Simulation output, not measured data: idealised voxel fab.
This section sets out a process module, namely voxel gate over fins.
It is cross-section cut that appears here, measuring 210 nm in width, its square cells being 5 nm in size.
Format of a cross-section: grid, square cells. Given as bands. Order: top down. Band: one or more rows of cells. Top, bottom (nm), then materials left to right with widths (nm); lone material tagged "everywhere" fills the whole band edge to edge; "air" = empty space. Heights are expressed relative to 0, this being the level below which the as-received wafer comprises one material exclusively. The lowest band is unbounded in the downward direction and is denoted as in "0..down". The expression "30->40" gives the width at the extremes of the band, the first number at its top row of cells and the second at its bottom row, with the width changing by equal amounts from each row to the next in between. When a step is marked "everything unchanged", none of the cells in the cross-section changed during that step. Reported under the label "Sealed-off cavities" are the empty spaces having no open way to the top and comprising 8 cells or more; the notation for each is width x height at distance, in which the distance is measured from the left edge and all three values are in nm. Heads up: the bit after the settings on a step's line is the simulator's remark on that step. overlay nm: where the mask lay relative to plan, measured to the right, on steps with a mask; negatives go left. From here on the document is pairs. In a pair, the cross-section before one process step comes with the cross-section after it, and the latter goes no deeper than the lowest band that changed. What lies in between, the step and its settings, is written under the pair. A pair may be from a different run of this module on the same starting wafer than the pair above it, so it continues from that pair only where its entry headed "State on entry" says so.

**State on entry**
0..down: Si everywhere
Sealed-off cavities: none

**after**
5..0: SiN everywhere
Below 0, no change.
Sealed-off cavities: none
Applied between the two views above: CONFORMAL_DEP: material SiN, thk nm 5

State on entry: taken from the pair above, after panel.

**after**
15..5: aC everywhere
Below 5, no change.
Sealed-off cavities: none
Applied between the two views above: DIRECTIONAL_DEP: material aC, thk nm 10

State on entry: taken from the pair above, after panel.

**after**
40..15: 65 nm air, 15 nm resist, 45 nm air, 15 nm resist, 70 nm air
Below 15, no change.
Sealed-off cavities: none
Applied between the two views above: PATTERN: tone cover, mask id FINS, material resist, width nm 15, pitch nm 60, thk nm 25, overlay nm 0

State on entry: taken from the pair above, after panel.

**after**
30..15: 65 nm air, 15 nm resist, 45 nm air, 15 nm resist, 70 nm air
15..5: 65 nm air, 15 nm aC, 45 nm air, 15 nm aC, 70 nm air
Below 5, no change.
Sealed-off cavities: none
Applied between the two views above: DIRECTIONAL_ETCH: etch materials aC, depth nm 10

State on entry: taken from the pair above, after panel.

**after**
15..5: 65 nm air, 15 nm aC, 45 nm air, 15 nm aC, 70 nm air
Below 5, no change.
Sealed-off cavities: none
Applied between the two views above: STRIP: etch materials resist

State on entry: taken from the pair above, after panel.

**after**
15..5: 65 nm air, 15 nm aC, 45 nm air, 15 nm aC, 70 nm air
5..0: 65 nm air, 15 nm SiN, 45 nm air, 15 nm SiN, 70 nm air
Below 0, no change.
Sealed-off cavities: none
Applied between the two views above: DIRECTIONAL_ETCH: etch materials SiN, depth nm 5

State on entry: taken from the pair above, after panel.

**after**
15..5: 65 nm air, 15 nm aC, 45 nm air, 15 nm aC, 70 nm air
5..0: 65 nm air, 15 nm SiN, 45 nm air, 15 nm SiN, 70 nm air
0..-35: 65 nm air, 15 nm Si, 45 nm air, 15 nm Si, 70 nm air
Below -35, no change.
Sealed-off cavities: none
Applied between the two views above: DIRECTIONAL_ETCH: etch materials Si, depth nm 35

State on entry: taken from the pair above, after panel.

**after**
5..0: 65 nm air, 15 nm SiN, 45 nm air, 15 nm SiN, 70 nm air
Below 0, no change.
Sealed-off cavities: none
Applied between the two views above: STRIP: etch materials aC

State on entry: taken from the pair above, after panel.

**after**
10..5: SiO2 everywhere
5..0: 65 nm SiO2, 15 nm SiN, 45 nm SiO2, 15 nm SiN, 70 nm SiO2
0..-35: 65 nm SiO2, 15 nm Si, 45 nm SiO2, 15 nm Si, 70 nm SiO2
Below -35, no change.
Sealed-off cavities: none
Applied between the two views above: FILL_DEP: material SiO2, thk nm 5

State on entry: taken from the pair above, after panel.

**after**
5..0: 65 nm SiO2, 15 nm SiN, 45 nm SiO2, 15 nm SiN, 70 nm SiO2
Below 0, no change.
Sealed-off cavities: none
Applied between the two views above: CMP: height nm 5

State on entry: taken from the pair above, after panel.

**after**
15..5: aC everywhere
Below 5, no change.
Sealed-off cavities: none
Applied between the two views above: DIRECTIONAL_DEP: material aC, thk nm 10

State on entry: taken from the pair above, after panel.

**after**
40..15: 95 nm resist, 15 nm air, 100 nm resist
Below 15, no change.
Sealed-off cavities: none
Applied between the two views above: PATTERN: tone open, mask id RAIL, material resist, width nm 15, thk nm 25, overlay nm 0

State on entry: taken from the pair above, after panel.

**after**
30..15: 95 nm resist, 15 nm air, 100 nm resist
15..5: 95 nm aC, 15 nm air, 100 nm aC
Below 5, no change.
Sealed-off cavities: none
Applied between the two views above: DIRECTIONAL_ETCH: etch materials aC, depth nm 10

State on entry: taken from the pair above, after panel.

**after**
15..5: 95 nm aC, 15 nm air, 100 nm aC
Below 5, no change.
Sealed-off cavities: none
Applied between the two views above: STRIP: etch materials resist

State on entry: taken from the pair above, after panel.

**after**
15..5: 95 nm aC, 15 nm air, 100 nm aC
5..0: 65 nm SiO2, 15 nm SiN, 15 nm SiO2, 15 nm air, 15 nm SiO2, 15 nm SiN, 70 nm SiO2
0..-30: 65 nm SiO2, 15 nm Si, 15 nm SiO2, 15 nm air, 15 nm SiO2, 15 nm Si, 70 nm SiO2
Below -30, no change.
Sealed-off cavities: none
Applied between the two views above: DIRECTIONAL_ETCH: etch materials SiO2, depth nm 35

State on entry: taken from the pair above, after panel.

**after**
5..0: 65 nm SiO2, 15 nm SiN, 15 nm SiO2, 15 nm air, 15 nm SiO2, 15 nm SiN, 70 nm SiO2
Below 0, no change.
Sealed-off cavities: none
Applied between the two views above: STRIP: etch materials aC

State on entry: taken from the pair above, after panel.

**after**
10..5: 100 nm TiN, 5 nm air, 105 nm TiN
5..0: 65 nm SiO2, 15 nm SiN, 15 nm SiO2, 5 nm TiN, 5 nm air, 5 nm TiN, 15 nm SiO2, 15 nm SiN, 70 nm SiO2
0..-25: 65 nm SiO2, 15 nm Si, 15 nm SiO2, 5 nm TiN, 5 nm air, 5 nm TiN, 15 nm SiO2, 15 nm Si, 70 nm SiO2
-25..-30: 65 nm SiO2, 15 nm Si, 15 nm SiO2, 15 nm TiN, 15 nm SiO2, 15 nm Si, 70 nm SiO2
Below -30, no change.
Sealed-off cavities: none
Applied between the two views above: CONFORMAL_DEP: material TiN, thk nm 5

State on entry: taken from the pair above, after panel.

**after**
15..10: Ru everywhere
10..5: 100 nm TiN, 5 nm Ru, 105 nm TiN
5..0: 65 nm SiO2, 15 nm SiN, 15 nm SiO2, 5 nm TiN, 5 nm Ru, 5 nm TiN, 15 nm SiO2, 15 nm SiN, 70 nm SiO2
0..-25: 65 nm SiO2, 15 nm Si, 15 nm SiO2, 5 nm TiN, 5 nm Ru, 5 nm TiN, 15 nm SiO2, 15 nm Si, 70 nm SiO2
Below -25, no change.
Sealed-off cavities: none
Applied between the two views above: FILL_DEP: material Ru, thk nm 5

State on entry: taken from the pair above, after panel.

**after**
5..0: 65 nm SiO2, 15 nm SiN, 15 nm SiO2, 5 nm TiN, 5 nm Ru, 5 nm TiN, 15 nm SiO2, 15 nm SiN, 70 nm SiO2
Below 0, no change.
Sealed-off cavities: none
Applied between the two views above: CMP: height nm 5

State on entry: taken from the pair above, after panel.

**after**
5..0: 65 nm SiO2, 15 nm SiN, 15 nm SiO2, 15 nm air, 15 nm SiO2, 15 nm SiN, 70 nm SiO2
0..-15: 65 nm SiO2, 15 nm Si, 15 nm SiO2, 15 nm air, 15 nm SiO2, 15 nm Si, 70 nm SiO2
Below -15, no change.
Sealed-off cavities: none
Applied between the two views above: SELECTIVE_ETCH: etch materials W Ru TiN, depth nm 20

State on entry: taken from the pair above, after panel.

**after**
10..5: SiO2 everywhere
5..0: 65 nm SiO2, 15 nm SiN, 45 nm SiO2, 15 nm SiN, 70 nm SiO2
0..-15: 65 nm SiO2, 15 nm Si, 45 nm SiO2, 15 nm Si, 70 nm SiO2
Below -15, no change.
Sealed-off cavities: none
Applied between the two views above: FILL_DEP: material SiO2, thk nm 5

State on entry: taken from the pair above, after panel.

**after**
5..0: 65 nm SiO2, 15 nm SiN, 45 nm SiO2, 15 nm SiN, 70 nm SiO2
Below 0, no change.
Sealed-off cavities: none
Applied between the two views above: CMP: height nm 5

State on entry: taken from the pair above, after panel.

**after**
5..0: 65 nm air, 15 nm SiN, 45 nm air, 15 nm SiN, 70 nm air
0..-10: 65 nm air, 15 nm Si, 45 nm air, 15 nm Si, 70 nm air
Below -10, no change.
Sealed-off cavities: none
Applied between the two views above: SELECTIVE_ETCH: etch materials SiO2, depth nm 15

State on entry: taken from the pair above, after panel.

**after**
0..-10: 65 nm air, 15 nm Si, 45 nm air, 15 nm Si, 70 nm air
Below -10, no change.
Sealed-off cavities: none
Applied between the two views above: STRIP: etch materials SiN

State on entry: taken from the pair above, after panel.

**after**
5..0: 60 nm air, 25 nm HfO2, 35 nm air, 25 nm HfO2, 65 nm air
0..-5: 60 nm air, 5 nm HfO2, 15 nm Si, 5 nm HfO2, 35 nm air, 5 nm HfO2, 15 nm Si, 5 nm HfO2, 65 nm air
-5..-10: 65 nm HfO2, 15 nm Si, 45 nm HfO2, 15 nm Si, 70 nm HfO2
Below -10, no change.
Sealed-off cavities: none
Applied between the two views above: CONFORMAL_DEP: material HfO2, thk nm 5

State on entry: taken from the pair above, after panel.

**after**
10..5: 55 nm air, 35 nm TiN, 25 nm air, 35 nm TiN, 60 nm air
5..0: 55 nm air, 5 nm TiN, 25 nm HfO2, 5 nm TiN, 25 nm air, 5 nm TiN, 25 nm HfO2, 5 nm TiN, 60 nm air
0..-5: 60 nm TiN, 5 nm HfO2, 15 nm Si, 5 nm HfO2, 35 nm TiN, 5 nm HfO2, 15 nm Si, 5 nm HfO2, 65 nm TiN
Below -5, no change.
Sealed-off cavities: none
Applied between the two views above: CONFORMAL_DEP: material TiN, thk nm 5

State on entry: taken from the pair above, after panel.

**after**
20..10: W everywhere
10..5: 55 nm W, 35 nm TiN, 25 nm W, 35 nm TiN, 60 nm W
5..0: 55 nm W, 5 nm TiN, 25 nm HfO2, 5 nm TiN, 25 nm W, 5 nm TiN, 25 nm HfO2, 5 nm TiN, 60 nm W
Below 0, no change.
Sealed-off cavities: none
Applied between the two views above: FILL_DEP: material W, thk nm 10

State on entry: taken from the pair above, after panel.

**after**
15..10: W everywhere
Below 10, no change.
Sealed-off cavities: none
Applied between the two views above: CMP: height nm 15

State on entry: taken from the pair above, after panel.

**after**
25..15: SiN everywhere
Below 15, no change.
Sealed-off cavities: none
Applied between the two views above: CONFORMAL_DEP: material SiN, thk nm 10

**State on entry**
0..-10: 65 nm air, 15 nm Si, 45 nm air, 15 nm Si, 70 nm air
-10..-15: 65 nm SiO2, 15 nm Si, 45 nm SiO2, 15 nm Si, 70 nm SiO2
-15..-25: 65 nm SiO2, 15 nm Si, 15 nm SiO2, 5 nm TiN, 5 nm Ru, 5 nm TiN, 15 nm SiO2, 15 nm Si, 70 nm SiO2
-25..-30: 65 nm SiO2, 15 nm Si, 15 nm SiO2, 15 nm TiN, 15 nm SiO2, 15 nm Si, 70 nm SiO2
-30..-35: 65 nm SiO2, 15 nm Si, 45 nm SiO2, 15 nm Si, 70 nm SiO2
-35..down: Si everywhere
Sealed-off cavities: none

**after**
5..0: 60 nm air, 25 nm TiN, 35 nm air, 25 nm TiN, 65 nm air
0..-5: 60 nm air, 5 nm TiN, 15 nm Si, 5 nm TiN, 35 nm air, 5 nm TiN, 15 nm Si, 5 nm TiN, 65 nm air
-5..-10: 65 nm TiN, 15 nm Si, 45 nm TiN, 15 nm Si, 70 nm TiN
Below -10, no change.
Sealed-off cavities: none
Applied between the two views above: CONFORMAL_DEP: material TiN, thk nm 5

State on entry: taken from the pair above, after panel.

**after**
15..5: W everywhere
5..0: 60 nm W, 25 nm TiN, 35 nm W, 25 nm TiN, 65 nm W
0..-5: 60 nm W, 5 nm TiN, 15 nm Si, 5 nm TiN, 35 nm W, 5 nm TiN, 15 nm Si, 5 nm TiN, 65 nm W
Below -5, no change.
Sealed-off cavities: none
Applied between the two views above: FILL_DEP: material W, thk nm 10

State on entry: taken from the pair above, after panel.

**after**
25..15: SiN everywhere
Below 15, no change.
Sealed-off cavities: none
Applied between the two views above: CONFORMAL_DEP: material SiN, thk nm 10

**State on entry**
15..5: 65 nm air, 15 nm aC, 45 nm air, 15 nm aC, 70 nm air
5..0: 65 nm air, 15 nm SiN, 45 nm air, 15 nm SiN, 70 nm air
0..-35: 65 nm air, 15 nm Si, 45 nm air, 15 nm Si, 70 nm air
-35..down: Si everywhere
Sealed-off cavities: none

**after**
15..5: 65 nm air, 15 nm aC, 45 nm air, 15 nm aC, 70 nm air
5..0: 65 nm air, 15 nm SiN, 45 nm air, 15 nm SiN, 70 nm air
0..-70: 65 nm air, 15 nm Si, 45 nm air, 15 nm Si, 70 nm air
Below -70, no change.
Sealed-off cavities: none
Applied between the two views above: DIRECTIONAL_ETCH: etch materials Si, depth nm 35

State on entry: taken from the pair above, after panel.

**after**
5..0: 65 nm air, 15 nm SiN, 45 nm air, 15 nm SiN, 70 nm air
Below 0, no change.
Sealed-off cavities: none
Applied between the two views above: STRIP: etch materials aC

State on entry: taken from the pair above, after panel.

**after**
10..5: SiO2 everywhere
5..0: 65 nm SiO2, 15 nm SiN, 45 nm SiO2, 15 nm SiN, 70 nm SiO2
0..-70: 65 nm SiO2, 15 nm Si, 45 nm SiO2, 15 nm Si, 70 nm SiO2
Below -70, no change.
Sealed-off cavities: none
Applied between the two views above: FILL_DEP: material SiO2, thk nm 5

State on entry: taken from the pair above, after panel.

**after**
5..0: 65 nm SiO2, 15 nm SiN, 45 nm SiO2, 15 nm SiN, 70 nm SiO2
Below 0, no change.
Sealed-off cavities: none
Applied between the two views above: CMP: height nm 5

State on entry: taken from the pair above, after panel.

**after**
15..5: aC everywhere
Below 5, no change.
Sealed-off cavities: none
Applied between the two views above: DIRECTIONAL_DEP: material aC, thk nm 10

State on entry: taken from the pair above, after panel.

**after**
40..15: 95 nm resist, 15 nm air, 100 nm resist
Below 15, no change.
Sealed-off cavities: none
Applied between the two views above: PATTERN: tone open, mask id RAIL, material resist, width nm 15, thk nm 25, overlay nm 0

State on entry: taken from the pair above, after panel.

**after**
30..15: 95 nm resist, 15 nm air, 100 nm resist
15..5: 95 nm aC, 15 nm air, 100 nm aC
Below 5, no change.
Sealed-off cavities: none
Applied between the two views above: DIRECTIONAL_ETCH: etch materials aC, depth nm 10

State on entry: taken from the pair above, after panel.

**after**
15..5: 95 nm aC, 15 nm air, 100 nm aC
Below 5, no change.
Sealed-off cavities: none
Applied between the two views above: STRIP: etch materials resist

State on entry: taken from the pair above, after panel.

**after**
15..5: 95 nm aC, 15 nm air, 100 nm aC
5..0: 65 nm SiO2, 15 nm SiN, 15 nm SiO2, 15 nm air, 15 nm SiO2, 15 nm SiN, 70 nm SiO2
0..-30: 65 nm SiO2, 15 nm Si, 15 nm SiO2, 15 nm air, 15 nm SiO2, 15 nm Si, 70 nm SiO2
Below -30, no change.
Sealed-off cavities: none
Applied between the two views above: DIRECTIONAL_ETCH: etch materials SiO2, depth nm 35

State on entry: taken from the pair above, after panel.

**after**
5..0: 65 nm SiO2, 15 nm SiN, 15 nm SiO2, 15 nm air, 15 nm SiO2, 15 nm SiN, 70 nm SiO2
Below 0, no change.
Sealed-off cavities: none
Applied between the two views above: STRIP: etch materials aC

State on entry: taken from the pair above, after panel.

**after**
10..5: 100 nm TiN, 5 nm air, 105 nm TiN
5..0: 65 nm SiO2, 15 nm SiN, 15 nm SiO2, 5 nm TiN, 5 nm air, 5 nm TiN, 15 nm SiO2, 15 nm SiN, 70 nm SiO2
0..-25: 65 nm SiO2, 15 nm Si, 15 nm SiO2, 5 nm TiN, 5 nm air, 5 nm TiN, 15 nm SiO2, 15 nm Si, 70 nm SiO2
-25..-30: 65 nm SiO2, 15 nm Si, 15 nm SiO2, 15 nm TiN, 15 nm SiO2, 15 nm Si, 70 nm SiO2
Below -30, no change.
Sealed-off cavities: none
Applied between the two views above: CONFORMAL_DEP: material TiN, thk nm 5

State on entry: taken from the pair above, after panel.

**after**
15..10: Ru everywhere
10..5: 100 nm TiN, 5 nm Ru, 105 nm TiN
5..0: 65 nm SiO2, 15 nm SiN, 15 nm SiO2, 5 nm TiN, 5 nm Ru, 5 nm TiN, 15 nm SiO2, 15 nm SiN, 70 nm SiO2
0..-25: 65 nm SiO2, 15 nm Si, 15 nm SiO2, 5 nm TiN, 5 nm Ru, 5 nm TiN, 15 nm SiO2, 15 nm Si, 70 nm SiO2
Below -25, no change.
Sealed-off cavities: none
Applied between the two views above: FILL_DEP: material Ru, thk nm 5

State on entry: taken from the pair above, after panel.

**after**
5..0: 65 nm SiO2, 15 nm SiN, 15 nm SiO2, 5 nm TiN, 5 nm Ru, 5 nm TiN, 15 nm SiO2, 15 nm SiN, 70 nm SiO2
Below 0, no change.
Sealed-off cavities: none
Applied between the two views above: CMP: height nm 5

State on entry: taken from the pair above, after panel.

**after**
5..0: 65 nm SiO2, 15 nm SiN, 15 nm SiO2, 15 nm air, 15 nm SiO2, 15 nm SiN, 70 nm SiO2
0..-15: 65 nm SiO2, 15 nm Si, 15 nm SiO2, 15 nm air, 15 nm SiO2, 15 nm Si, 70 nm SiO2
Below -15, no change.
Sealed-off cavities: none
Applied between the two views above: SELECTIVE_ETCH: etch materials W Ru TiN, depth nm 20

State on entry: taken from the pair above, after panel.

**after**
10..5: SiO2 everywhere
5..0: 65 nm SiO2, 15 nm SiN, 45 nm SiO2, 15 nm SiN, 70 nm SiO2
0..-15: 65 nm SiO2, 15 nm Si, 45 nm SiO2, 15 nm Si, 70 nm SiO2
Below -15, no change.
Sealed-off cavities: none
Applied between the two views above: FILL_DEP: material SiO2, thk nm 5

State on entry: taken from the pair above, after panel.

**after**
5..0: 65 nm SiO2, 15 nm SiN, 45 nm SiO2, 15 nm SiN, 70 nm SiO2
Below 0, no change.
Sealed-off cavities: none
Applied between the two views above: CMP: height nm 5

State on entry: taken from the pair above, after panel.

**after**
5..0: 65 nm air, 15 nm SiN, 45 nm air, 15 nm SiN, 70 nm air
0..-10: 65 nm air, 15 nm Si, 45 nm air, 15 nm Si, 70 nm air
Below -10, no change.
Sealed-off cavities: none
Applied between the two views above: SELECTIVE_ETCH: etch materials SiO2, depth nm 15

State on entry: taken from the pair above, after panel.

**after**
0..-10: 65 nm air, 15 nm Si, 45 nm air, 15 nm Si, 70 nm air
Below -10, no change.
Sealed-off cavities: none
Applied between the two views above: STRIP: etch materials SiN

State on entry: taken from the pair above, after panel.

**after**
5..0: 60 nm air, 25 nm HfO2, 35 nm air, 25 nm HfO2, 65 nm air
0..-5: 60 nm air, 5 nm HfO2, 15 nm Si, 5 nm HfO2, 35 nm air, 5 nm HfO2, 15 nm Si, 5 nm HfO2, 65 nm air
-5..-10: 65 nm HfO2, 15 nm Si, 45 nm HfO2, 15 nm Si, 70 nm HfO2
Below -10, no change.
Sealed-off cavities: none
Applied between the two views above: CONFORMAL_DEP: material HfO2, thk nm 5

State on entry: taken from the pair above, after panel.

**after**
10..5: 55 nm air, 35 nm TiN, 25 nm air, 35 nm TiN, 60 nm air
5..0: 55 nm air, 5 nm TiN, 25 nm HfO2, 5 nm TiN, 25 nm air, 5 nm TiN, 25 nm HfO2, 5 nm TiN, 60 nm air
0..-5: 60 nm TiN, 5 nm HfO2, 15 nm Si, 5 nm HfO2, 35 nm TiN, 5 nm HfO2, 15 nm Si, 5 nm HfO2, 65 nm TiN
Below -5, no change.
Sealed-off cavities: none
Applied between the two views above: CONFORMAL_DEP: material TiN, thk nm 5

State on entry: taken from the pair above, after panel.

**after**
20..10: W everywhere
10..5: 55 nm W, 35 nm TiN, 25 nm W, 35 nm TiN, 60 nm W
5..0: 55 nm W, 5 nm TiN, 25 nm HfO2, 5 nm TiN, 25 nm W, 5 nm TiN, 25 nm HfO2, 5 nm TiN, 60 nm W
Below 0, no change.
Sealed-off cavities: none
Applied between the two views above: FILL_DEP: material W, thk nm 10

State on entry: taken from the pair above, after panel.

**after**
15..10: W everywhere
Below 10, no change.
Sealed-off cavities: none
Applied between the two views above: CMP: height nm 15

State on entry: taken from the pair above, after panel.

**after**
25..15: SiN everywhere
Below 15, no change.
Sealed-off cavities: none
Applied between the two views above: CONFORMAL_DEP: material SiN, thk nm 10

**State on entry**
5..0: 65 nm SiO2, 15 nm SiN, 45 nm SiO2, 15 nm SiN, 70 nm SiO2
0..-15: 65 nm SiO2, 15 nm Si, 45 nm SiO2, 15 nm Si, 70 nm SiO2
-15..-25: 65 nm SiO2, 15 nm Si, 15 nm SiO2, 5 nm TiN, 5 nm Ru, 5 nm TiN, 15 nm SiO2, 15 nm Si, 70 nm SiO2
-25..-30: 65 nm SiO2, 15 nm Si, 15 nm SiO2, 15 nm TiN, 15 nm SiO2, 15 nm Si, 70 nm SiO2
-30..-35: 65 nm SiO2, 15 nm Si, 45 nm SiO2, 15 nm Si, 70 nm SiO2
-35..down: Si everywhere
Sealed-off cavities: none

**after**
5..0: 65 nm SiO2, 15 nm air, 45 nm SiO2, 15 nm air, 70 nm SiO2
Below 0, no change.
Sealed-off cavities: none
Applied between the two views above: STRIP: etch materials SiN

State on entry: taken from the pair above, after panel.

**after**
0..-10: 65 nm air, 15 nm Si, 45 nm air, 15 nm Si, 70 nm air
-10..-15: 50 nm SiO2, 15 nm air, 15 nm Si, 15 nm air, 15 nm SiO2, 15 nm air, 15 nm Si, 15 nm air, 55 nm SiO2
Below -15, no change.
Sealed-off cavities: none
Applied between the two views above: SELECTIVE_ETCH: etch materials SiO2, depth nm 15

State on entry: taken from the pair above, after panel.

**after**
5..0: 60 nm air, 25 nm HfO2, 35 nm air, 25 nm HfO2, 65 nm air
0..-5: 60 nm air, 5 nm HfO2, 15 nm Si, 5 nm HfO2, 35 nm air, 5 nm HfO2, 15 nm Si, 5 nm HfO2, 65 nm air
-5..-10: 55 nm HfO2, 5 nm air, 5 nm HfO2, 15 nm Si, 5 nm HfO2, 5 nm air, 25 nm HfO2, 5 nm air, 5 nm HfO2, 15 nm Si, 5 nm HfO2, 5 nm air, 60 nm HfO2
-10..-15: 50 nm SiO2, 15 nm HfO2, 15 nm Si, 15 nm HfO2, 15 nm SiO2, 15 nm HfO2, 15 nm Si, 15 nm HfO2, 55 nm SiO2
Below -15, no change.
Sealed-off cavities: none
Applied between the two views above: CONFORMAL_DEP: material HfO2, thk nm 5

State on entry: taken from the pair above, after panel.

**after**
10..5: 55 nm air, 35 nm TiN, 25 nm air, 35 nm TiN, 60 nm air
5..0: 55 nm air, 5 nm TiN, 25 nm HfO2, 5 nm TiN, 25 nm air, 5 nm TiN, 25 nm HfO2, 5 nm TiN, 60 nm air
0..-5: 60 nm TiN, 5 nm HfO2, 15 nm Si, 5 nm HfO2, 35 nm TiN, 5 nm HfO2, 15 nm Si, 5 nm HfO2, 65 nm TiN
-5..-10: 55 nm HfO2, 5 nm TiN, 5 nm HfO2, 15 nm Si, 5 nm HfO2, 5 nm TiN, 25 nm HfO2, 5 nm TiN, 5 nm HfO2, 15 nm Si, 5 nm HfO2, 5 nm TiN, 60 nm HfO2
Below -10, no change.
Sealed-off cavities: none
Applied between the two views above: CONFORMAL_DEP: material TiN, thk nm 5

State on entry: taken from the pair above, after panel.

**after**
20..10: W everywhere
10..5: 55 nm W, 35 nm TiN, 25 nm W, 35 nm TiN, 60 nm W
5..0: 55 nm W, 5 nm TiN, 25 nm HfO2, 5 nm TiN, 25 nm W, 5 nm TiN, 25 nm HfO2, 5 nm TiN, 60 nm W
Below 0, no change.
Sealed-off cavities: none
Applied between the two views above: FILL_DEP: material W, thk nm 10

State on entry: taken from the pair above, after panel.

**after**
15..10: W everywhere
Below 10, no change.
Sealed-off cavities: none
Applied between the two views above: CMP: height nm 15

State on entry: taken from the pair above, after panel.

**after**
25..15: SiN everywhere
Below 15, no change.
Sealed-off cavities: none
Applied between the two views above: CONFORMAL_DEP: material SiN, thk nm 10

**State on entry**
5..0: 65 nm SiO2, 15 nm SiN, 45 nm SiO2, 15 nm SiN, 70 nm SiO2
0..-15: 65 nm SiO2, 15 nm Si, 45 nm SiO2, 15 nm Si, 70 nm SiO2
-15..-25: 65 nm SiO2, 15 nm Si, 15 nm SiO2, 5 nm TiN, 5 nm Ru, 5 nm TiN, 15 nm SiO2, 15 nm Si, 70 nm SiO2
-25..-30: 65 nm SiO2, 15 nm Si, 15 nm SiO2, 15 nm TiN, 15 nm SiO2, 15 nm Si, 70 nm SiO2
-30..-35: 65 nm SiO2, 15 nm Si, 45 nm SiO2, 15 nm Si, 70 nm SiO2
-35..down: Si everywhere
Sealed-off cavities: none

**after**
5..0: 65 nm air, 15 nm SiN, 45 nm air, 15 nm SiN, 70 nm air
Below 0, no change.
Sealed-off cavities: none
Applied between the two views above: SELECTIVE_ETCH: etch materials SiO2, depth nm 5

State on entry: taken from the pair above, after panel.

**after**
0..-15: 65 nm SiO2, 15 nm Si, 45 nm SiO2, 15 nm Si, 70 nm SiO2
Below -15, no change.
Sealed-off cavities: none
Applied between the two views above: STRIP: etch materials SiN

State on entry: taken from the pair above, after panel.

**after**
5..0: HfO2 everywhere
Below 0, no change.
Sealed-off cavities: none
Applied between the two views above: CONFORMAL_DEP: material HfO2, thk nm 5

State on entry: taken from the pair above, after panel.

**after**
10..5: TiN everywhere
Below 5, no change.
Sealed-off cavities: none
Applied between the two views above: CONFORMAL_DEP: material TiN, thk nm 5

State on entry: taken from the pair above, after panel.

**after**
20..10: W everywhere
Below 10, no change.
Sealed-off cavities: none
Applied between the two views above: FILL_DEP: material W, thk nm 10

State on entry: taken from the pair above, after panel.

**after**
15..10: W everywhere
Below 10, no change.
Sealed-off cavities: none
Applied between the two views above: CMP: height nm 15

State on entry: taken from the pair above, after panel.

**after**
25..15: SiN everywhere
Below 15, no change.
Sealed-off cavities: none
Applied between the two views above: CONFORMAL_DEP: material SiN, thk nm 10

**State on entry**
15..5: aC everywhere
5..0: SiN everywhere
0..down: Si everywhere
Sealed-off cavities: none

**after**
40..15: 60 nm air, 25 nm resist, 35 nm air, 25 nm resist, 65 nm air
Below 15, no change.
Sealed-off cavities: none
Applied between the two views above: PATTERN: tone cover, mask id FINS, material resist, width nm 25, pitch nm 60, thk nm 25, overlay nm 0

State on entry: taken from the pair above, after panel.

**after**
30..15: 60 nm air, 25 nm resist, 35 nm air, 25 nm resist, 65 nm air
15..5: 60 nm air, 25 nm aC, 35 nm air, 25 nm aC, 65 nm air
Below 5, no change.
Sealed-off cavities: none
Applied between the two views above: DIRECTIONAL_ETCH: etch materials aC, depth nm 10

State on entry: taken from the pair above, after panel.

**after**
15..5: 60 nm air, 25 nm aC, 35 nm air, 25 nm aC, 65 nm air
Below 5, no change.
Sealed-off cavities: none
Applied between the two views above: STRIP: etch materials resist

State on entry: taken from the pair above, after panel.

**after**
15..5: 60 nm air, 25 nm aC, 35 nm air, 25 nm aC, 65 nm air
5..0: 60 nm air, 25 nm SiN, 35 nm air, 25 nm SiN, 65 nm air
Below 0, no change.
Sealed-off cavities: none
Applied between the two views above: DIRECTIONAL_ETCH: etch materials SiN, depth nm 5

State on entry: taken from the pair above, after panel.

**after**
15..5: 60 nm air, 25 nm aC, 35 nm air, 25 nm aC, 65 nm air
5..0: 60 nm air, 25 nm SiN, 35 nm air, 25 nm SiN, 65 nm air
0..-35: 60 nm air, 25 nm Si, 35 nm air, 25 nm Si, 65 nm air
Below -35, no change.
Sealed-off cavities: none
Applied between the two views above: DIRECTIONAL_ETCH: etch materials Si, depth nm 35

State on entry: taken from the pair above, after panel.

**after**
5..0: 60 nm air, 25 nm SiN, 35 nm air, 25 nm SiN, 65 nm air
Below 0, no change.
Sealed-off cavities: none
Applied between the two views above: STRIP: etch materials aC

State on entry: taken from the pair above, after panel.

**after**
10..5: SiO2 everywhere
5..0: 60 nm SiO2, 25 nm SiN, 35 nm SiO2, 25 nm SiN, 65 nm SiO2
0..-35: 60 nm SiO2, 25 nm Si, 35 nm SiO2, 25 nm Si, 65 nm SiO2
Below -35, no change.
Sealed-off cavities: none
Applied between the two views above: FILL_DEP: material SiO2, thk nm 5

State on entry: taken from the pair above, after panel.

**after**
5..0: 60 nm SiO2, 25 nm SiN, 35 nm SiO2, 25 nm SiN, 65 nm SiO2
Below 0, no change.
Sealed-off cavities: none
Applied between the two views above: CMP: height nm 5

State on entry: taken from the pair above, after panel.

**after**
15..5: aC everywhere
Below 5, no change.
Sealed-off cavities: none
Applied between the two views above: DIRECTIONAL_DEP: material aC, thk nm 10

State on entry: taken from the pair above, after panel.

**after**
40..15: 95 nm resist, 15 nm air, 100 nm resist
Below 15, no change.
Sealed-off cavities: none
Applied between the two views above: PATTERN: tone open, mask id RAIL, material resist, width nm 15, thk nm 25, overlay nm 0

State on entry: taken from the pair above, after panel.

**after**
30..15: 95 nm resist, 15 nm air, 100 nm resist
15..5: 95 nm aC, 15 nm air, 100 nm aC
Below 5, no change.
Sealed-off cavities: none
Applied between the two views above: DIRECTIONAL_ETCH: etch materials aC, depth nm 10

State on entry: taken from the pair above, after panel.

**after**
15..5: 95 nm aC, 15 nm air, 100 nm aC
Below 5, no change.
Sealed-off cavities: none
Applied between the two views above: STRIP: etch materials resist

State on entry: taken from the pair above, after panel.

**after**
15..5: 95 nm aC, 15 nm air, 100 nm aC
5..0: 60 nm SiO2, 25 nm SiN, 10 nm SiO2, 15 nm air, 10 nm SiO2, 25 nm SiN, 65 nm SiO2
0..-30: 60 nm SiO2, 25 nm Si, 10 nm SiO2, 15 nm air, 10 nm SiO2, 25 nm Si, 65 nm SiO2
Below -30, no change.
Sealed-off cavities: none
Applied between the two views above: DIRECTIONAL_ETCH: etch materials SiO2, depth nm 35

State on entry: taken from the pair above, after panel.

**after**
5..0: 60 nm SiO2, 25 nm SiN, 10 nm SiO2, 15 nm air, 10 nm SiO2, 25 nm SiN, 65 nm SiO2
Below 0, no change.
Sealed-off cavities: none
Applied between the two views above: STRIP: etch materials aC
